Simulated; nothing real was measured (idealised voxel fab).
Documented hereafter: the process module known as voxel capacitor over wiring.
FYI the section here is cut, 285 nm wide, cells are 5 nm squares.
Throughout this document, each cross-section is represented as a grid of square cells and is presented as a sequence of bands enumerated from the top downward, where a band comprises one or more rows of cells.
A band entry consists of two parts. The first gives the height of the band's top and the height of its bottom, in nm. The rest lists the band's materials from left to right, each with its width in nm. A single material labelled with the word "everywhere" fills the band from edge to edge, and the word "blank" marks empty space.
We count height from 0. Below that, the starting wafer is all one material. The lowest band never ends at the bottom but goes on down; see "from 0 down" for how that is written.
Width "30..40": first value at the band's top row of cells, second value at its bottom row, equal change from row to row.
Any step labelled "identical to before" changed none of the cells in the cross-section.
In the "Sealed void inventory" entry, you get each enclosed empty space of 8 cells or more, one with no open way to the top, written width x height at distance, distance from the left edge, in nm.
Step line, after settings: the simulator's comment on this step.
overlay nm: for a step with a mask, the amount by which the mask lay right of where it was planned; a negative amount means left of it.
Heads up before you read on: it's before/after pairs around one process step each, after side only down to the lowest band that changed, step plus settings under the pair. Pairs can be from different runs of this module, same starting wafer, so only chain a pair onto the one above if its "Before the step" entry says so.

# Before the step
    from 0 down | Si everywhere
    Sealed void inventory: none

# Resulting Cross-Section
    from 10 to 0 | SiO2 everywhere
    Everything below 0 is unchanged.
    Sealed void inventory: none
Upper to lower cross-section via CONFORMAL_DEP [material SiO2] [thk nm 10]

Before the step: nothing new to draw here, it's the after view of the pair just above.

# Resulting Cross-Section
    from 15 to 10 | TiN everywhere
    Everything below 10 is unchanged.
    Sealed void inventory: none
Upper to lower cross-section via DIRECTIONAL_DEP [material TiN] [thk nm 5]

Before the step: nothing new to draw here, it's the after view of the pair just above.

# Resulting Cross-Section
    from 40 to 15 | Ru everywhere
    Everything below 15 is unchanged.
    Sealed void inventory: none
Upper to lower cross-section via DIRECTIONAL_DEP [material Ru] [thk nm 25]

Before the step: nothing new to draw here, it's the after view of the pair just above.

# Resulting Cross-Section
    from 60 to 40 | blank (95); resist (20); blank (55); resist (20); blank (95)
    Everything below 40 is unchanged.
    Sealed void inventory: none
Upper to lower cross-section via PATTERN [tone cover] [mask id METAL_1] [material resist] [width nm 20] [pitch nm 75] [thk nm 20] [overlay nm 0]

Before the step: nothing new to draw here, it's the after view of the pair just above.

# Resulting Cross-Section
    from 60 to 40 | blank (95); resist (20); blank (55); resist (20); blank (95)
    from 40 to 15 | blank (95); Ru (20); blank (55); Ru (20); blank (95)
    Everything below 15 is unchanged.
    Sealed void inventory: none
Upper to lower cross-section via DIRECTIONAL_ETCH [etch materials Ru] [depth nm 25]

Before the step: nothing new to draw here, it's the after view of the pair just above.

# Resulting Cross-Section
    from 60 to 40 | blank (95); resist (20); blank (55); resist (20); blank (95)
    from 40 to 15 | blank (95); Ru (20); blank (55); Ru (20); blank (95)
    from 15 to 10 | blank (95); TiN (20); blank (55); TiN (20); blank (95)
    Everything below 10 is unchanged.
    Sealed void inventory: none
Upper to lower cross-section via DIRECTIONAL_ETCH [etch materials TiN] [depth nm 5]

Before the step: nothing new to draw here, it's the after view of the pair just above.

# Resulting Cross-Section
    from 40 to 15 | blank (95); Ru (20); blank (55); Ru (20); blank (95)
    Everything below 15 is unchanged.
    Sealed void inventory: none
Upper to lower cross-section via STRIP [etch materials resist]

Before the step: nothing new to draw here, it's the after view of the pair just above.

# Resulting Cross-Section
    from 45 to 40 | blank (90); SiN (30); blank (45); SiN (30); blank (90)
    from 40 to 15 | blank (90); SiN (5); Ru (20); SiN (5); blank (45); SiN (5); Ru (20); SiN (5); blank (90)
    from 15 to 10 | SiN (95); TiN (20); SiN (55); TiN (20); SiN (95)
    Everything below 10 is unchanged.
    Sealed void inventory: none
Upper to lower cross-section via CONFORMAL_DEP [material SiN] [thk nm 5]

Before the step: nothing new to draw here, it's the after view of the pair just above.

# Resulting Cross-Section
    from 50 to 45 | lowk everywhere
    from 45 to 40 | lowk (90); SiN (30); lowk (45); SiN (30); lowk (90)
    from 40 to 15 | lowk (90); SiN (5); Ru (20); SiN (5); lowk (45); SiN (5); Ru (20); SiN (5); lowk (90)
    Everything below 15 is unchanged.
    Sealed void inventory: none
Upper to lower cross-section via FILL_DEP [material lowk] [thk nm 5]

Before the step: nothing new to draw here, it's the after view of the pair just above.

# Resulting Cross-Section
    from 40 to 15 | lowk (90); SiN (5); Ru (20); SiN (5); lowk (45); SiN (5); Ru (20); SiN (5); lowk (90)
    Everything below 15 is unchanged.
    Sealed void inventory: none
Upper to lower cross-section via CMP [height nm 40]

Before the step: nothing new to draw here, it's the after view of the pair just above.

# Resulting Cross-Section
    from 45 to 40 | SiCN everywhere
    Everything below 40 is unchanged.
    Sealed void inventory: none
Upper to lower cross-section via CONFORMAL_DEP [material SiCN] [thk nm 5]

Before the step: nothing new to draw here, it's the after view of the pair just above.

# Resulting Cross-Section
    from 65 to 45 | SiO2 everywhere
    Everything below 45 is unchanged.
    Sealed void inventory: none
Upper to lower cross-section via DIRECTIONAL_DEP [material SiO2] [thk nm 20]

Before the step: nothing new to draw here, it's the after view of the pair just above.

# Resulting Cross-Section
    from 75 to 65 | aC everywhere
    Everything below 65 is unchanged.
    Sealed void inventory: none
Upper to lower cross-section via DIRECTIONAL_DEP [material aC] [thk nm 10]

Before the step: nothing new to draw here, it's the after view of the pair just above.

# Resulting Cross-Section
    from 105 to 75 | resist (100); blank (15); resist (170)
    Everything below 75 is unchanged.
    Sealed void inventory: none
Upper to lower cross-section via PATTERN [tone open] [mask id PLUG_1] [material resist] [width nm 15] [thk nm 30] [overlay nm 0]

Before the step: nothing new to draw here, it's the after view of the pair just above.

# Resulting Cross-Section
    from 95 to 75 | resist (100); blank (15); resist (170)
    from 75 to 65 | aC (100); blank (15); aC (170)
    Everything below 65 is unchanged.
    Sealed void inventory: none
Upper to lower cross-section via DIRECTIONAL_ETCH [etch materials aC] [depth nm 10]

Before the step: nothing new to draw here, it's the after view of the pair just above.

# Resulting Cross-Section
    from 75 to 65 | aC (100); blank (15); aC (170)
    Everything below 65 is unchanged.
    Sealed void inventory: none
Upper to lower cross-section via STRIP [etch materials resist]

Before the step: nothing new to draw here, it's the after view of the pair just above.

# Resulting Cross-Section
    from 75 to 65 | aC (100); blank (15); aC (170)
    from 65 to 45 | SiO2 (100); blank (15); SiO2 (170)
    Everything below 45 is unchanged.
    Sealed void inventory: none
Upper to lower cross-section via DIRECTIONAL_ETCH [etch materials SiO2] [depth nm 20]

Before the step: nothing new to draw here, it's the after view of the pair just above.

# Resulting Cross-Section
    from 75 to 65 | aC (100); blank (15); aC (170)
    from 65 to 45 | SiO2 (100); blank (15); SiO2 (170)
    from 45 to 40 | SiCN (100); blank (15); SiCN (170)
    Everything below 40 is unchanged.
    Sealed void inventory: none
Upper to lower cross-section via DIRECTIONAL_ETCH [etch materials SiCN] [depth nm 5]

Before the step: nothing new to draw here, it's the after view of the pair just above.

# Resulting Cross-Section
    from 65 to 45 | SiO2 (100); blank (15); SiO2 (170)
    Everything below 45 is unchanged.
    Sealed void inventory: none
Upper to lower cross-section via STRIP [etch materials aC]

Before the step: nothing new to draw here, it's the after view of the pair just above.

# Resulting Cross-Section
    from 65 to 50 | SiO2 (100); blank (15); SiO2 (170)
    from 50 to 45 | SiO2 (100); Ru (15); SiO2 (170)
    from 45 to 40 | SiCN (100); Ru (15); SiCN (170)
    Everything below 40 is unchanged.
    Sealed void inventory: none
Upper to lower cross-section via EPI [material Ru] [thk nm 10]

Before the step: nothing new to draw here, it's the after view of the pair just above.

# Resulting Cross-Section
    from 65 to 60 | SiO2 (100); blank (15); SiO2 (170)
    from 60 to 45 | SiO2 (100); Ru (15); SiO2 (170)
    Everything below 45 is unchanged.
    Sealed void inventory: none
Upper to lower cross-section via EPI [material Ru] [thk nm 10]

Before the step: nothing new to draw here, it's the after view of the pair just above.

# Resulting Cross-Section
    from 65 to 45 | SiO2 (100); Ru (15); SiO2 (170)
    Everything below 45 is unchanged.
    Sealed void inventory: none
Upper to lower cross-section via EPI [material Ru] [thk nm 5]

Before the step: nothing new to draw here, it's the after view of the pair just above.

# Resulting Cross-Section
    from 75 to 65 | TiN everywhere
    Everything below 65 is unchanged.
    Sealed void inventory: none
Upper to lower cross-section via DIRECTIONAL_DEP [material TiN] [thk nm 10]

Before the step: nothing new to draw here, it's the after view of the pair just above.

# Resulting Cross-Section
    from 80 to 75 | Al2O3 everywhere
    Everything below 75 is unchanged.
    Sealed void inventory: none
Upper to lower cross-section via DIRECTIONAL_DEP [material Al2O3] [thk nm 5]

Before the step: nothing new to draw here, it's the after view of the pair just above.

# Resulting Cross-Section
    from 85 to 80 | TiN everywhere
    Everything below 80 is unchanged.
    Sealed void inventory: none
Upper to lower cross-section via DIRECTIONAL_DEP [material TiN] [thk nm 5]

Before the step: nothing new to draw here, it's the after view of the pair just above.

# Resulting Cross-Section
    from 100 to 85 | aC everywhere
    Everything below 85 is unchanged.
    Sealed void inventory: none
Upper to lower cross-section via DIRECTIONAL_DEP [material aC] [thk nm 15]

Before the step: nothing new to draw here, it's the after view of the pair just above.

# Resulting Cross-Section
    from 135 to 100 | blank (100); resist (60); blank (125)
    Everything below 100 is unchanged.
    Sealed void inventory: none
Upper to lower cross-section via PATTERN [tone cover] [mask id UPPER_PLATE] [material resist] [width nm 60] [thk nm 35] [overlay nm 0]

Before the step: nothing new to draw here, it's the after view of the pair just above.

# Resulting Cross-Section
    from 120 to 100 | blank (100); resist (60); blank (125)
    from 100 to 85 | blank (100); aC (60); blank (125)
    Everything below 85 is unchanged.
    Sealed void inventory: none
Upper to lower cross-section via DIRECTIONAL_ETCH [etch materials aC] [depth nm 15]

Before the step: nothing new to draw here, it's the after view of the pair just above.

# Resulting Cross-Section
    from 100 to 85 | blank (100); aC (60); blank (125)
    Everything below 85 is unchanged.
    Sealed void inventory: none
Upper to lower cross-section via STRIP [etch materials resist]

Before the step: nothing new to draw here, it's the after view of the pair just above.

# Resulting Cross-Section
    from 100 to 85 | blank (100); aC (60); blank (125)
    from 85 to 80 | blank (100); TiN (60); blank (125)
    Everything below 80 is unchanged.
    Sealed void inventory: none
Upper to lower cross-section via DIRECTIONAL_ETCH [etch materials TiN] [depth nm 5]

Before the step: nothing new to draw here, it's the after view of the pair just above.

# Resulting Cross-Section
    from 100 to 85 | blank (100); aC (60); blank (125)
    from 85 to 80 | blank (100); TiN (60); blank (125)
    from 80 to 75 | blank (100); Al2O3 (60); blank (125)
    Everything below 75 is unchanged.
    Sealed void inventory: none
Upper to lower cross-section via DIRECTIONAL_ETCH [etch materials Al2O3] [depth nm 5]

Before the step: nothing new to draw here, it's the after view of the pair just above.

# Resulting Cross-Section
    from 85 to 80 | blank (100); TiN (60); blank (125)
    Everything below 80 is unchanged.
    Sealed void inventory: none
Upper to lower cross-section via STRIP [etch materials aC]

Before the step: nothing new to draw here, it's the after view of the pair just above.

# Resulting Cross-Section
    from 85 to 80 | blank (100); TiN (60); blank (125)
    from 80 to 75 | blank (100); Al2O3 (60); blank (125)
    from 75 to 65 | blank (95); TiN (70); blank (120)
    Everything below 65 is unchanged.
    Sealed void inventory: none
Upper to lower cross-section via MASKED_ETCH [tone cover] [mask id LOWER_PLATE] [width nm 70] [etch materials TiN] [depth nm 10] [overlay nm 0]

Before the step: nothing new to draw here, it's the after view of the pair just above.

# Resulting Cross-Section
    from 105 to 85 | SiO2 everywhere
    from 85 to 80 | SiO2 (100); TiN (60); SiO2 (125)
    from 80 to 75 | SiO2 (100); Al2O3 (60); SiO2 (125)
    from 75 to 65 | SiO2 (95); TiN (70); SiO2 (120)
    Everything below 65 is unchanged.
    Sealed void inventory: none
Upper to lower cross-section via FILL_DEP [material SiO2] [thk nm 20]

Before the step: nothing new to draw here, it's the after view of the pair just above.

# Resulting Cross-Section
    from 100 to 85 | SiO2 everywhere
    Everything below 85 is unchanged.
    Sealed void inventory: none
Upper to lower cross-section via CMP [height nm 100]

Before the step: nothing new to draw here, it's the after view of the pair just above.

# Resulting Cross-Section
    from 115 to 100 | resist (110); blank (15); resist (160)
    Everything below 100 is unchanged.
    Sealed void inventory: none
Upper to lower cross-section via PATTERN [tone open] [mask id PLUG_2] [material resist] [width nm 15] [thk nm 15] [overlay nm 0]

Before the step: nothing new to draw here, it's the after view of the pair just above.

# Resulting Cross-Section
    from 115 to 100 | resist (110); blank (15); resist (160)
    from 100 to 85 | SiO2 (110); blank (15); SiO2 (160)
    Everything below 85 is unchanged.
    Sealed void inventory: none
Upper to lower cross-section via DIRECTIONAL_ETCH [etch materials SiO2] [depth nm 15]

Before the step: nothing new to draw here, it's the after view of the pair just above.

# Resulting Cross-Section
    from 100 to 85 | SiO2 (110); blank (15); SiO2 (160)
    Everything below 85 is unchanged.
    Sealed void inventory: none
Upper to lower cross-section via STRIP [etch materials resist]

Before the step: nothing new to draw here, it's the after view of the pair just above.

# Resulting Cross-Section
    from 105 to 100 | TiN (115); blank (5); TiN (165)
    from 100 to 90 | SiO2 (110); TiN (5); blank (5); TiN (5); SiO2 (160)
    from 90 to 80 | SiO2 (110..100); TiN (15..60); SiO2 (160..125)
    Everything below 80 is unchanged.
    Sealed void inventory: none
Upper to lower cross-section via CONFORMAL_DEP [material TiN] [thk nm 5]

Before the step: nothing new to draw here, it's the after view of the pair just above.

# Resulting Cross-Section
    from 110 to 105 | Cu everywhere
    from 105 to 100 | TiN (115); Cu (5); TiN (165)
    from 100 to 90 | SiO2 (110); TiN (5); Cu (5); TiN (5); SiO2 (160)
    Everything below 90 is unchanged.
    Sealed void inventory: none
Upper to lower cross-section via FILL_DEP [material Cu] [thk nm 5]

Before the step: nothing new to draw here, it's the after view of the pair just above.

# Resulting Cross-Section
    from 100 to 90 | SiO2 (110); TiN (5); Cu (5); TiN (5); SiO2 (160)
    Everything below 90 is unchanged.
    Sealed void inventory: none
Upper to lower cross-section via CMP [height nm 100]

Before the step: nothing new to draw here, it's the after view of the pair just above.

# Resulting Cross-Section
    from 105 to 100 | SiN everywhere
    Everything below 100 is unchanged.
    Sealed void inventory: none
Upper to lower cross-section via CONFORMAL_DEP [material SiN] [thk nm 5]

# Before the step
    from 65 to 50 | SiO2 (100); blank (15); SiO2 (170)
    from 50 to 45 | SiO2 (100); Ru (15); SiO2 (170)
    from 45 to 40 | SiCN (100); Ru (15); SiCN (170)
    from 40 to 15 | lowk (90); SiN (5); Ru (20); SiN (5); lowk (45); SiN (5); Ru (20); SiN (5); lowk (90)
    from 15 to 10 | SiN (95); TiN (20); SiN (55); TiN (20); SiN (95)
    from 10 to 0 | SiO2 everywhere
    from 0 down | Si everywhere
    Sealed void inventory: none

# Resulting Cross-Section
    from 65 to 55 | SiO2 (100); blank (15); SiO2 (170)
    from 55 to 45 | SiO2 (100); Ru (15); SiO2 (170)
    Everything below 45 is unchanged.
    Sealed void inventory: none
Upper to lower cross-section via EPI [material Ru] [thk nm 5]

Before the step: nothing new to draw here, it's the after view of the pair just above.

# Resulting Cross-Section
    from 75 to 65 | TiN (100); blank (15); TiN (170)
    from 65 to 55 | SiO2 (100); TiN (15); SiO2 (170)
    Everything below 55 is unchanged.
    Sealed void inventory: none
Upper to lower cross-section via DIRECTIONAL_DEP [material TiN] [thk nm 10]

Before the step: nothing new to draw here, it's the after view of the pair just above.

# Resulting Cross-Section
    from 80 to 75 | Al2O3 (100); blank (15); Al2O3 (170)
    from 75 to 70 | TiN (100); blank (15); TiN (170)
    from 70 to 65 | TiN (100); Al2O3 (15); TiN (170)
    Everything below 65 is unchanged.
    Sealed void inventory: none
Upper to lower cross-section via DIRECTIONAL_DEP [material Al2O3] [thk nm 5]

Before the step: nothing new to draw here, it's the after view of the pair just above.

# Resulting Cross-Section
    from 85 to 80 | TiN (100); blank (15); TiN (170)
    from 80 to 75 | Al2O3 (100); blank (15); Al2O3 (170)
    from 75 to 70 | TiN everywhere
    Everything below 70 is unchanged.
    Sealed void inventory: none
Upper to lower cross-section via DIRECTIONAL_DEP [material TiN] [thk nm 5]

Before the step: nothing new to draw here, it's the after view of the pair just above.

# Resulting Cross-Section
    from 100 to 90 | aC (100); blank (15); aC (170)
    from 90 to 85 | aC everywhere
    from 85 to 80 | TiN (100); aC (15); TiN (170)
    from 80 to 75 | Al2O3 (100); aC (15); Al2O3 (170)
    Everything below 75 is unchanged.
    Sealed void inventory: none
Upper to lower cross-section via DIRECTIONAL_DEP [material aC] [thk nm 15]

Before the step: nothing new to draw here, it's the after view of the pair just above.

# Resulting Cross-Section
    from 135 to 100 | blank (100); resist (60); blank (125)
    from 100 to 90 | aC (100); resist (15); aC (170)
    Everything below 90 is unchanged.
    Sealed void inventory: none
Upper to lower cross-section via PATTERN [tone cover] [mask id UPPER_PLATE] [material resist] [width nm 60] [thk nm 35] [overlay nm 0]

Before the step: nothing new to draw here, it's the after view of the pair just above.

# Resulting Cross-Section
    from 120 to 100 | blank (100); resist (60); blank (125)
    from 100 to 90 | blank (100); resist (15); aC (45); blank (125)
    from 90 to 85 | blank (100); aC (60); blank (125)
    Everything below 85 is unchanged.
    Sealed void inventory: none
Upper to lower cross-section via DIRECTIONAL_ETCH [etch materials aC] [depth nm 15]

Before the step: nothing new to draw here, it's the after view of the pair just above.

# Resulting Cross-Section
    from 100 to 90 | blank (115); aC (45); blank (125)
    Everything below 90 is unchanged.
    Sealed void inventory: none
Upper to lower cross-section via STRIP [etch materials resist]

Before the step: nothing new to draw here, it's the after view of the pair just above.

# Resulting Cross-Section
    from 100 to 90 | blank (115); aC (45); blank (125)
    from 90 to 85 | blank (100); aC (60); blank (125)
    from 85 to 80 | blank (100); aC (15); TiN (45); blank (125)
    Everything below 80 is unchanged.
    Sealed void inventory: none
Upper to lower cross-section via DIRECTIONAL_ETCH [etch materials TiN] [depth nm 5]

Before the step: nothing new to draw here, it's the after view of the pair just above.

# Resulting Cross-Section
    from 100 to 90 | blank (115); aC (45); blank (125)
    from 90 to 85 | blank (100); aC (60); blank (125)
    from 85 to 80 | blank (100); aC (15); TiN (45); blank (125)
    from 80 to 75 | blank (100); aC (15); Al2O3 (45); blank (125)
    Everything below 75 is unchanged.
    Sealed void inventory: none
Upper to lower cross-section via DIRECTIONAL_ETCH [etch materials Al2O3] [depth nm 5]

Before the step: nothing new to draw here, it's the after view of the pair just above.

# Resulting Cross-Section
    from 85 to 80 | blank (115); TiN (45); blank (125)
    from 80 to 75 | blank (115); Al2O3 (45); blank (125)
    Everything below 75 is unchanged.
    Sealed void inventory: none
Upper to lower cross-section via STRIP [etch materials aC]

Before the step: nothing new to draw here, it's the after view of the pair just above.

# Resulting Cross-Section
    from 85 to 80 | blank (115); TiN (45); blank (125)
    from 80 to 75 | blank (115); Al2O3 (45); blank (125)
    from 75 to 70 | blank (95); TiN (70); blank (120)
    from 70 to 65 | blank (95); TiN (5); Al2O3 (15); TiN (50); blank (120)
    Everything below 65 is unchanged.
    Sealed void inventory: none
Upper to lower cross-section via MASKED_ETCH [tone cover] [mask id LOWER_PLATE] [width nm 70] [etch materials TiN] [depth nm 10] [overlay nm 0]

Before the step: nothing new to draw here, it's the after view of the pair just above.

# Resulting Cross-Section
    from 105 to 85 | SiO2 everywhere
    from 85 to 80 | SiO2 (115); TiN (45); SiO2 (125)
    from 80 to 75 | SiO2 (115); Al2O3 (45); SiO2 (125)
    from 75 to 70 | SiO2 (95); TiN (70); SiO2 (120)
    from 70 to 65 | SiO2 (95); TiN (5); Al2O3 (15); TiN (50); SiO2 (120)
    Everything below 65 is unchanged.
    Sealed void inventory: none
Upper to lower cross-section via FILL_DEP [material SiO2] [thk nm 20]

Before the step: nothing new to draw here, it's the after view of the pair just above.

# Resulting Cross-Section
    from 100 to 85 | SiO2 everywhere
    Everything below 85 is unchanged.
    Sealed void inventory: none
Upper to lower cross-section via CMP [height nm 100]

Before the step: nothing new to draw here, it's the after view of the pair just above.

# Resulting Cross-Section
    from 115 to 100 | resist (110); blank (15); resist (160)
    Everything below 100 is unchanged.
    Sealed void inventory: none
Upper to lower cross-section via PATTERN [tone open] [mask id PLUG_2] [material resist] [width nm 15] [thk nm 15] [overlay nm 0]

Before the step: nothing new to draw here, it's the after view of the pair just above.

# Resulting Cross-Section
    from 115 to 100 | resist (110); blank (15); resist (160)
    from 100 to 85 | SiO2 (110); blank (15); SiO2 (160)
    Everything below 85 is unchanged.
    Sealed void inventory: none
Upper to lower cross-section via DIRECTIONAL_ETCH [etch materials SiO2] [depth nm 15]

Before the step: nothing new to draw here, it's the after view of the pair just above.

# Resulting Cross-Section
    from 100 to 85 | SiO2 (110); blank (15); SiO2 (160)
    Everything below 85 is unchanged.
    Sealed void inventory: none
Upper to lower cross-section via STRIP [etch materials resist]

Before the step: nothing new to draw here, it's the after view of the pair just above.

# Resulting Cross-Section
    from 105 to 100 | TiN (115); blank (5); TiN (165)
    from 100 to 90 | SiO2 (110); TiN (5); blank (5); TiN (5); SiO2 (160)
    from 90 to 80 | SiO2 (110..115); TiN (15..45); SiO2 (160..125)
    Everything below 80 is unchanged.
    Sealed void inventory: none
Upper to lower cross-section via CONFORMAL_DEP [material TiN] [thk nm 5]

Before the step: nothing new to draw here, it's the after view of the pair just above.

# Resulting Cross-Section
    from 110 to 105 | Cu everywhere
    from 105 to 100 | TiN (115); Cu (5); TiN (165)
    from 100 to 90 | SiO2 (110); TiN (5); Cu (5); TiN (5); SiO2 (160)
    Everything below 90 is unchanged.
    Sealed void inventory: none
Upper to lower cross-section via FILL_DEP [material Cu] [thk nm 5]

Before the step: nothing new to draw here, it's the after view of the pair just above.

# Resulting Cross-Section
    from 100 to 90 | SiO2 (110); TiN (5); Cu (5); TiN (5); SiO2 (160)
    Everything below 90 is unchanged.
    Sealed void inventory: none
Upper to lower cross-section via CMP [height nm 100]

Before the step: nothing new to draw here, it's the after view of the pair just above.

# Resulting Cross-Section
    from 105 to 100 | SiN everywhere
    Everything below 100 is unchanged.
    Sealed void inventory: none
Upper to lower cross-section via CONFORMAL_DEP [material SiN] [thk nm 5]

# Before the step
    from 65 to 60 | SiO2 (100); blank (15); SiO2 (170)
    from 60 to 45 | SiO2 (100); Ru (15); SiO2 (170)
    from 45 to 40 | SiCN (100); Ru (15); SiCN (170)
    from 40 to 15 | lowk (90); SiN (5); Ru (20); SiN (5); lowk (45); SiN (5); Ru (20); SiN (5); lowk (90)
    from 15 to 10 | SiN (95); TiN (20); SiN (55); TiN (20); SiN (95)
    from 10 to 0 | SiO2 everywhere
    from 0 down | Si everywhere
    Sealed void inventory: none

# Resulting Cross-Section
    from 70 to 65 | blank (95); Ru (25); blank (165)
    from 65 to 45 | SiO2 (100); Ru (15); SiO2 (170)
    Everything below 45 is unchanged.
    Sealed void inventory: none
Upper to lower cross-section via EPI [material Ru] [thk nm 10]

Before the step: nothing new to draw here, it's the after view of the pair just above.

# Resulting Cross-Section
    from 75 to 65 | blank (90); Ru (35); blank (160)
    Everything below 65 is unchanged.
    Sealed void inventory: none
Upper to lower cross-section via EPI [material Ru] [thk nm 5]

Before the step: nothing new to draw here, it's the after view of the pair just above.

# Resulting Cross-Section
    from 85 to 75 | blank (90); TiN (35); blank (160)
    from 75 to 65 | TiN (90); Ru (35); TiN (160)
    Everything below 65 is unchanged.
    Sealed void inventory: none
Upper to lower cross-section via DIRECTIONAL_DEP [material TiN] [thk nm 10]

Before the step: nothing new to draw here, it's the after view of the pair just above.

# Resulting Cross-Section
    from 90 to 85 | blank (90); Al2O3 (35); blank (160)
    from 85 to 80 | blank (90); TiN (35); blank (160)
    from 80 to 75 | Al2O3 (90); TiN (35); Al2O3 (160)
    Everything below 75 is unchanged.
    Sealed void inventory: none
Upper to lower cross-section via DIRECTIONAL_DEP [material Al2O3] [thk nm 5]

Before the step: nothing new to draw here, it's the after view of the pair just above.

# Resulting Cross-Section
    from 95 to 90 | blank (90); TiN (35); blank (160)
    from 90 to 85 | blank (90); Al2O3 (35); blank (160)
    from 85 to 80 | TiN everywhere
    Everything below 80 is unchanged.
    Sealed void inventory: none
Upper to lower cross-section via DIRECTIONAL_DEP [material TiN] [thk nm 5]

Before the step: nothing new to draw here, it's the after view of the pair just above.

# Resulting Cross-Section
    from 110 to 100 | blank (90); aC (35); blank (160)
    from 100 to 95 | aC everywhere
    from 95 to 90 | aC (90); TiN (35); aC (160)
    from 90 to 85 | aC (90); Al2O3 (35); aC (160)
    Everything below 85 is unchanged.
    Sealed void inventory: none
Upper to lower cross-section via DIRECTIONAL_DEP [material aC] [thk nm 15]

Before the step: nothing new to draw here, it's the after view of the pair just above.

# Resulting Cross-Section
    from 145 to 110 | blank (100); resist (60); blank (125)
    from 110 to 100 | blank (90); aC (35); resist (35); blank (125)
    Everything below 100 is unchanged.
    Sealed void inventory: none
Upper to lower cross-section via PATTERN [tone cover] [mask id UPPER_PLATE] [material resist] [width nm 60] [thk nm 35] [overlay nm 0]

Before the step: nothing new to draw here, it's the after view of the pair just above.

# Resulting Cross-Section
    from 130 to 110 | blank (100); resist (60); blank (125)
    from 110 to 100 | blank (100); aC (25); resist (35); blank (125)
    from 100 to 95 | blank (100); aC (60); blank (125)
    from 95 to 90 | blank (90); TiN (35); aC (35); blank (125)
    from 90 to 85 | blank (90); Al2O3 (35); aC (35); blank (125)
    Everything below 85 is unchanged.
    Sealed void inventory: none
Upper to lower cross-section via DIRECTIONAL_ETCH [etch materials aC] [depth nm 15]

Before the step: nothing new to draw here, it's the after view of the pair just above.

# Resulting Cross-Section
    from 110 to 100 | blank (100); aC (25); blank (160)
    Everything below 100 is unchanged.
    Sealed void inventory: none
Upper to lower cross-section via STRIP [etch materials resist]

Before the step: nothing new to draw here, it's the after view of the pair just above.

# Resulting Cross-Section
    from 110 to 100 | blank (100); aC (25); blank (160)
    from 100 to 95 | blank (100); aC (60); blank (125)
    from 95 to 90 | blank (100); TiN (25); aC (35); blank (125)
    from 90 to 85 | blank (90); Al2O3 (35); aC (35); blank (125)
    from 85 to 80 | blank (90); TiN (70); blank (125)
    Everything below 80 is unchanged.
    Sealed void inventory: none
Upper to lower cross-section via DIRECTIONAL_ETCH [etch materials TiN] [depth nm 5]

Before the step: nothing new to draw here, it's the after view of the pair just above.

# Resulting Cross-Section
    from 110 to 100 | blank (100); aC (25); blank (160)
    from 100 to 95 | blank (100); aC (60); blank (125)
    from 95 to 90 | blank (100); TiN (25); aC (35); blank (125)
    from 90 to 85 | blank (100); Al2O3 (25); aC (35); blank (125)
    from 85 to 80 | blank (90); TiN (70); blank (125)
    from 80 to 75 | blank (90); TiN (35); Al2O3 (35); blank (125)
    Everything below 75 is unchanged.
    Sealed void inventory: none
Upper to lower cross-section via DIRECTIONAL_ETCH [etch materials Al2O3] [depth nm 5]

Before the step: nothing new to draw here, it's the after view of the pair just above.

# Resulting Cross-Section
    from 95 to 90 | blank (100); TiN (25); blank (160)
    from 90 to 85 | blank (100); Al2O3 (25); blank (160)
    Everything below 85 is unchanged.
    Sealed void inventory: none
Upper to lower cross-section via STRIP [etch materials aC]

Before the step: nothing new to draw here, it's the after view of the pair just above.

# Resulting Cross-Section
    from 95 to 90 | blank (100); TiN (25); blank (160)
    from 90 to 85 | blank (100); Al2O3 (25); blank (160)
    from 85 to 80 | blank (95); TiN (65); blank (125)
    from 80 to 75 | blank (95); TiN (30); Al2O3 (35); blank (125)
    from 75 to 65 | blank (90); Ru (35); TiN (40); blank (120)
    Everything below 65 is unchanged.
    Sealed void inventory: none
Upper to lower cross-section via MASKED_ETCH [tone cover] [mask id LOWER_PLATE] [width nm 70] [etch materials TiN] [depth nm 10] [overlay nm 0]

Before the step: nothing new to draw here, it's the after view of the pair just above.

# Resulting Cross-Section
    from 115 to 95 | SiO2 everywhere
    from 95 to 90 | SiO2 (100); TiN (25); SiO2 (160)
    from 90 to 85 | SiO2 (100); Al2O3 (25); SiO2 (160)
    from 85 to 80 | SiO2 (95); TiN (65); SiO2 (125)
    from 80 to 75 | SiO2 (95); TiN (30); Al2O3 (35); SiO2 (125)
    from 75 to 65 | SiO2 (90); Ru (35); TiN (40); SiO2 (120)
    Everything below 65 is unchanged.
    Sealed void inventory: none
Upper to lower cross-section via FILL_DEP [material SiO2] [thk nm 20]

Before the step: nothing new to draw here, it's the after view of the pair just above.

# Resulting Cross-Section
    from 100 to 95 | SiO2 everywhere
    Everything below 95 is unchanged.
    Sealed void inventory: none
Upper to lower cross-section via CMP [height nm 100]

Before the step: nothing new to draw here, it's the after view of the pair just above.

# Resulting Cross-Section
    from 115 to 100 | resist (110); blank (15); resist (160)
    Everything below 100 is unchanged.
    Sealed void inventory: none
Upper to lower cross-section via PATTERN [tone open] [mask id PLUG_2] [material resist] [width nm 15] [thk nm 15] [overlay nm 0]

Before the step: nothing new to draw here, it's the after view of the pair just above.

# Resulting Cross-Section
    from 115 to 100 | resist (110); blank (15); resist (160)
    from 100 to 95 | SiO2 (110); blank (15); SiO2 (160)
    Everything below 95 is unchanged.
    Sealed void inventory: none
Upper to lower cross-section via DIRECTIONAL_ETCH [etch materials SiO2] [depth nm 15]

Before the step: nothing new to draw here, it's the after view of the pair just above.

# Resulting Cross-Section
    from 100 to 95 | SiO2 (110); blank (15); SiO2 (160)
    Everything below 95 is unchanged.
    Sealed void inventory: none
Upper to lower cross-section via STRIP [etch materials resist]

Before the step: nothing new to draw here, it's the after view of the pair just above.

# Resulting Cross-Section
    from 105 to 100 | TiN (115); blank (5); TiN (165)
    from 100 to 90 | SiO2 (110..100); TiN (15..25); SiO2 (160)
    Everything below 90 is unchanged.
    Sealed void inventory: none
Upper to lower cross-section via CONFORMAL_DEP [material TiN] [thk nm 5]

Before the step: nothing new to draw here, it's the after view of the pair just above.

# Resulting Cross-Section
    from 110 to 105 | Cu everywhere
    from 105 to 100 | TiN (115); Cu (5); TiN (165)
    Everything below 100 is unchanged.
    Sealed void inventory: none
Upper to lower cross-section via FILL_DEP [material Cu] [thk nm 5]

Before the step: nothing new to draw here, it's the after view of the pair just above.

# Resulting Cross-Section
    from 100 to 90 | SiO2 (110..100); TiN (15..25); SiO2 (160)
    Everything below 90 is unchanged.
    Sealed void inventory: none
Upper to lower cross-section via CMP [height nm 100]
